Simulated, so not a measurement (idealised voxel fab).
voxel lift off: a process module
Section shown: cut. Width: 165 nm. Cell size: 5 nm, square.
This document writes a cross-section as a grid whose cells are square, and gives it as bands, listed from the top down; one or more rows of cells form a band.
Within each band entry, the heights of the top and of the bottom of the band appear first, in that order and in nm; the materials of the band then follow from left to right, each with its corresponding width in nm. The designation "throughout" on a single material indicates that it fills the band from edge to edge; the designation "empty" indicates empty space.
Heights from 0 (as-received wafer is one material below). Bottom band endless downward, as "0 and below".
Width spec "30..40" -> top row of cells at first value, bottom row at second value, equal per-row change in between.
"nothing different" after a step means that no cell of the cross-section changed.
Listed in "Enclosed void catalog": every empty space of 8 or more cells without an open way to the top. Form: width x height at distance, the distance being from the left edge, all in nm.
It should be noted that, on the line of a given step, the content following the step's settings is a remark produced by the simulator itself with respect to that step.
The setting "overlay nm" may be written on the line of a step. When the step uses a mask, the value reports how far to the right of the planned place the mask lay, and a negative value reports that it lay to the left.
The remainder of this document consists of a sequence of paired cross-sections. Each pair presents the cross-section prior to one process step together with the cross-section following it, the latter being rendered only as deep as the lowest band that underwent change. The intervening step, together with its settings, is stated beneath each pair. Because the pairs may originate from different runs of this module on the same starting wafer, a given pair is to be read as continuing from the preceding pair only where its entry headed "Pre-step section" so indicates.

-- Pre-step section
	0 and below: Si throughout
	Enclosed void catalog: none

-- Sectional Result
	15 down to 0: SiO2 throughout
	Everything below 0 is unchanged.
	Enclosed void catalog: none
It is this step that lies between the two cross-sections above: CONFORMAL_DEP with material SiO2, thk nm 15

Pre-step section: see preceding pair, after cross-section.

-- Sectional Result
	40 down to 15: resist (35)  empty (20)  resist (15)  empty (20)  resist (15)  empty (20)  resist (40)
	Everything below 15 is unchanged.
	Enclosed void catalog: none
It is this step that lies between the two cross-sections above: PATTERN with tone open, mask id LINES, material resist, width nm 20, pitch nm 35, thk nm 25, overlay nm 0

Pre-step section: see preceding pair, after cross-section.

-- Sectional Result
	55 down to 40: Ru (35)  empty (20)  Ru (15)  empty (20)  Ru (15)  empty (20)  Ru (40)
	40 down to 30: resist (35)  empty (20)  resist (15)  empty (20)  resist (15)  empty (20)  resist (40)
	30 down to 15: resist (35)  Ru (20)  resist (15)  Ru (20)  resist (15)  Ru (20)  resist (40)
	Everything below 15 is unchanged.
	Enclosed void catalog: none
It is this step that lies between the two cross-sections above: DIRECTIONAL_DEP with material Ru, thk nm 15

Pre-step section: see preceding pair, after cross-section.

-- Sectional Result
	30 down to 15: empty (35)  Ru (20)  empty (15)  Ru (20)  empty (15)  Ru (20)  empty (40)
	Everything below 15 is unchanged.
	Enclosed void catalog: none
It is this step that lies between the two cross-sections above: STRIP with etch materials resist

Pre-step section: see preceding pair, after cross-section.

-- Sectional Result
	40 down to 30: empty (25)  SiN (110)  empty (30)
	30 down to 25: empty (25)  SiN (10)  Ru (20)  SiN (15)  Ru (20)  SiN (15)  Ru (20)  SiN (10)  empty (30)
	25 down to 15: SiN (35)  Ru (20)  SiN (15)  Ru (20)  SiN (15)  Ru (20)  SiN (40)
	Everything below 15 is unchanged.
	Enclosed void catalog: none
It is this step that lies between the two cross-sections above: CONFORMAL_DEP with material SiN, thk nm 10

-- Pre-step section
	15 down to 0: SiO2 throughout
	0 and below: Si throughout
	Enclosed void catalog: none

-- Sectional Result
	30 down to 0: SiO2 throughout
	Everything below 0 is unchanged.
	Enclosed void catalog: none
It is this step that lies between the two cross-sections above: CONFORMAL_DEP with material SiO2, thk nm 15

Pre-step section: see preceding pair, after cross-section.

-- Sectional Result
	55 down to 30: resist (35)  empty (20)  resist (15)  empty (20)  resist (15)  empty (20)  resist (40)
	Everything below 30 is unchanged.
	Enclosed void catalog: none
It is this step that lies between the two cross-sections above: PATTERN with tone open, mask id LINES, material resist, width nm 20, pitch nm 35, thk nm 25, overlay nm 0

Pre-step section: see preceding pair, after cross-section.

-- Sectional Result
	70 down to 55: Ru (35)  empty (20)  Ru (15)  empty (20)  Ru (15)  empty (20)  Ru (40)
	55 down to 45: resist (35)  empty (20)  resist (15)  empty (20)  resist (15)  empty (20)  resist (40)
	45 down to 30: resist (35)  Ru (20)  resist (15)  Ru (20)  resist (15)  Ru (20)  resist (40)
	Everything below 30 is unchanged.
	Enclosed void catalog: none
It is this step that lies between the two cross-sections above: DIRECTIONAL_DEP with material Ru, thk nm 15

Pre-step section: see preceding pair, after cross-section.

-- Sectional Result
	45 down to 30: empty (35)  Ru (20)  empty (15)  Ru (20)  empty (15)  Ru (20)  empty (40)
	Everything below 30 is unchanged.
	Enclosed void catalog: none
It is this step that lies between the two cross-sections above: STRIP with etch materials resist

Pre-step section: see preceding pair, after cross-section.

-- Sectional Result
	55 down to 45: empty (25)  SiN (110)  empty (30)
	45 down to 40: empty (25)  SiN (10)  Ru (20)  SiN (15)  Ru (20)  SiN (15)  Ru (20)  SiN (10)  empty (30)
	40 down to 30: SiN (35)  Ru (20)  SiN (15)  Ru (20)  SiN (15)  Ru (20)  SiN (40)
	Everything below 30 is unchanged.
	Enclosed void catalog: none
It is this step that lies between the two cross-sections above: CONFORMAL_DEP with material SiN, thk nm 10

-- Pre-step section
	0 and below: Si throughout
	Enclosed void catalog: none

-- Sectional Result
	5 down to 0: SiO2 throughout
	Everything below 0 is unchanged.
	Enclosed void catalog: none
It is this step that lies between the two cross-sections above: CONFORMAL_DEP with material SiO2, thk nm 5

Pre-step section: see preceding pair, after cross-section.

-- Sectional Result
	30 down to 5: resist (35)  empty (20)  resist (15)  empty (20)  resist (15)  empty (20)  resist (40)
	Everything below 5 is unchanged.
	Enclosed void catalog: none
It is this step that lies between the two cross-sections above: PATTERN with tone open, mask id LINES, material resist, width nm 20, pitch nm 35, thk nm 25, overlay nm 0

Pre-step section: see preceding pair, after cross-section.

-- Sectional Result
	45 down to 30: Ru (35)  empty (20)  Ru (15)  empty (20)  Ru (15)  empty (20)  Ru (40)
	30 down to 20: resist (35)  empty (20)  resist (15)  empty (20)  resist (15)  empty (20)  resist (40)
	20 down to 5: resist (35)  Ru (20)  resist (15)  Ru (20)  resist (15)  Ru (20)  resist (40)
	Everything below 5 is unchanged.
	Enclosed void catalog: none
It is this step that lies between the two cross-sections above: DIRECTIONAL_DEP with material Ru, thk nm 15

Pre-step section: see preceding pair, after cross-section.

-- Sectional Result
	20 down to 5: empty (35)  Ru (20)  empty (15)  Ru (20)  empty (15)  Ru (20)  empty (40)
	Everything below 5 is unchanged.
	Enclosed void catalog: none
It is this step that lies between the two cross-sections above: STRIP with etch materials resist

Pre-step section: see preceding pair, after cross-section.

-- Sectional Result
	30 down to 20: empty (25)  SiN (110)  empty (30)
	20 down to 15: empty (25)  SiN (10)  Ru (20)  SiN (15)  Ru (20)  SiN (15)  Ru (20)  SiN (10)  empty (30)
	15 down to 5: SiN (35)  Ru (20)  SiN (15)  Ru (20)  SiN (15)  Ru (20)  SiN (40)
	Everything below 5 is unchanged.
	Enclosed void catalog: none
It is this step that lies between the two cross-sections above: CONFORMAL_DEP with material SiN, thk nm 10

-- Pre-step section
	15 down to 0: SiO2 throughout
	0 and below: Si throughout
	Enclosed void catalog: none

-- Sectional Result
	40 down to 15: resist (40)  empty (15)  resist (20)  empty (15)  resist (20)  empty (15)  resist (40)
	Everything below 15 is unchanged.
	Enclosed void catalog: none
It is this step that lies between the two cross-sections above: PATTERN with tone open, mask id LINES, material resist, width nm 15, pitch nm 35, thk nm 25, overlay nm 0

Pre-step section: see preceding pair, after cross-section.

-- Sectional Result
	55 down to 40: Ru (40)  empty (15)  Ru (20)  empty (15)  Ru (20)  empty (15)  Ru (40)
	40 down to 30: resist (40)  empty (15)  resist (20)  empty (15)  resist (20)  empty (15)  resist (40)
	30 down to 15: resist (40)  Ru (15)  resist (20)  Ru (15)  resist (20)  Ru (15)  resist (40)
	Everything below 15 is unchanged.
	Enclosed void catalog: none
It is this step that lies between the two cross-sections above: DIRECTIONAL_DEP with material Ru, thk nm 15

Pre-step section: see preceding pair, after cross-section.

-- Sectional Result
	30 down to 15: empty (40)  Ru (15)  empty (20)  Ru (15)  empty (20)  Ru (15)  empty (40)
	Everything below 15 is unchanged.
	Enclosed void catalog: none
It is this step that lies between the two cross-sections above: STRIP with etch materials resist

Pre-step section: see preceding pair, after cross-section.

-- Sectional Result
	40 down to 30: empty (30)  SiN (105)  empty (30)
	30 down to 25: empty (30)  SiN (10)  Ru (15)  SiN (20)  Ru (15)  SiN (20)  Ru (15)  SiN (10)  empty (30)
	25 down to 15: SiN (40)  Ru (15)  SiN (20)  Ru (15)  SiN (20)  Ru (15)  SiN (40)
	Everything below 15 is unchanged.
	Enclosed void catalog: none
It is this step that lies between the two cross-sections above: CONFORMAL_DEP with material SiN, thk nm 10

-- Pre-step section
	15 down to 0: SiO2 throughout
	0 and below: Si throughout
	Enclosed void catalog: none

-- Sectional Result
	40 down to 15: resist (25)  empty (20)  resist (15)  empty (20)  resist (15)  empty (20)  resist (50)
	Everything below 15 is unchanged.
	Enclosed void catalog: none
It is this step that lies between the two cross-sections above: PATTERN with tone open, mask id LINES, material resist, width nm 20, pitch nm 35, thk nm 25, overlay nm -10

Pre-step section: see preceding pair, after cross-section.

-- Sectional Result
	55 down to 40: Ru (25)  empty (20)  Ru (15)  empty (20)  Ru (15)  empty (20)  Ru (50)
	40 down to 30: resist (25)  empty (20)  resist (15)  empty (20)  resist (15)  empty (20)  resist (50)
	30 down to 15: resist (25)  Ru (20)  resist (15)  Ru (20)  resist (15)  Ru (20)  resist (50)
	Everything below 15 is unchanged.
	Enclosed void catalog: none
It is this step that lies between the two cross-sections above: DIRECTIONAL_DEP with material Ru, thk nm 15

Pre-step section: see preceding pair, after cross-section.

-- Sectional Result
	30 down to 15: empty (25)  Ru (20)  empty (15)  Ru (20)  empty (15)  Ru (20)  empty (50)
	Everything below 15 is unchanged.
	Enclosed void catalog: none
It is this step that lies between the two cross-sections above: STRIP with etch materials resist

Pre-step section: see preceding pair, after cross-section.

-- Sectional Result
	40 down to 30: empty (15)  SiN (110)  empty (40)
	30 down to 25: empty (15)  SiN (10)  Ru (20)  SiN (15)  Ru (20)  SiN (15)  Ru (20)  SiN (10)  empty (40)
	25 down to 15: SiN (25)  Ru (20)  SiN (15)  Ru (20)  SiN (15)  Ru (20)  SiN (50)
	Everything below 15 is unchanged.
	Enclosed void catalog: none
It is this step that lies between the two cross-sections above: CONFORMAL_DEP with material SiN, thk nm 10

-- Pre-step section
	30 down to 15: empty (35)  Ru (20)  empty (15)  Ru (20)  empty (15)  Ru (20)  empty (40)
	15 down to 0: SiO2 throughout
	0 and below: Si throughout
	Enclosed void catalog: none

-- Sectional Result
	40 down to 30: empty (25)  SiO2 (110)  empty (30)
	30 down to 25: empty (25)  SiO2 (10)  Ru (20)  SiO2 (15)  Ru (20)  SiO2 (15)  Ru (20)  SiO2 (10)  empty (30)
	25 down to 15: SiO2 (35)  Ru (20)  SiO2 (15)  Ru (20)  SiO2 (15)  Ru (20)  SiO2 (40)
	Everything below 15 is unchanged.
	Enclosed void catalog: none
It is this step that lies between the two cross-sections above: CONFORMAL_DEP with material SiO2, thk nm 10

-- Pre-step section
	15 down to 0: SiO2 throughout
	0 and below: Si throughout
	Enclosed void catalog: none

-- Sectional Result
	40 down to 15: empty (35)  resist (20)  empty (15)  resist (20)  empty (15)  resist (20)  empty (40)
	Everything below 15 is unchanged.
	Enclosed void catalog: none
It is this step that lies between the two cross-sections above: PATTERN with tone cover, mask id LINES, material resist, width nm 20, pitch nm 35, thk nm 25, overlay nm 0

Pre-step section: see preceding pair, after cross-section.

-- Sectional Result
	55 down to 40: empty (35)  Ru (20)  empty (15)  Ru (20)  empty (15)  Ru (20)  empty (40)
	40 down to 30: empty (35)  resist (20)  empty (15)  resist (20)  empty (15)  resist (20)  empty (40)
	30 down to 15: Ru (35)  resist (20)  Ru (15)  resist (20)  Ru (15)  resist (20)  Ru (40)
	Everything below 15 is unchanged.
	Enclosed void catalog: none
It is this step that lies between the two cross-sections above: DIRECTIONAL_DEP with material Ru, thk nm 15

Pre-step section: see preceding pair, after cross-section.

-- Sectional Result
	30 down to 15: Ru (35)  empty (20)  Ru (15)  empty (20)  Ru (15)  empty (20)  Ru (40)
	Everything below 15 is unchanged.
	Enclosed void catalog: none
It is this step that lies between the two cross-sections above: STRIP with etch materials resist

Pre-step section: see preceding pair, after cross-section.

-- Sectional Result
	40 down to 30: SiN throughout
	30 down to 15: Ru (35)  SiN (20)  Ru (15)  SiN (20)  Ru (15)  SiN (20)  Ru (40)
	Everything below 15 is unchanged.
	Enclosed void catalog: none
It is this step that lies between the two cross-sections above: CONFORMAL_DEP with material SiN, thk nm 10
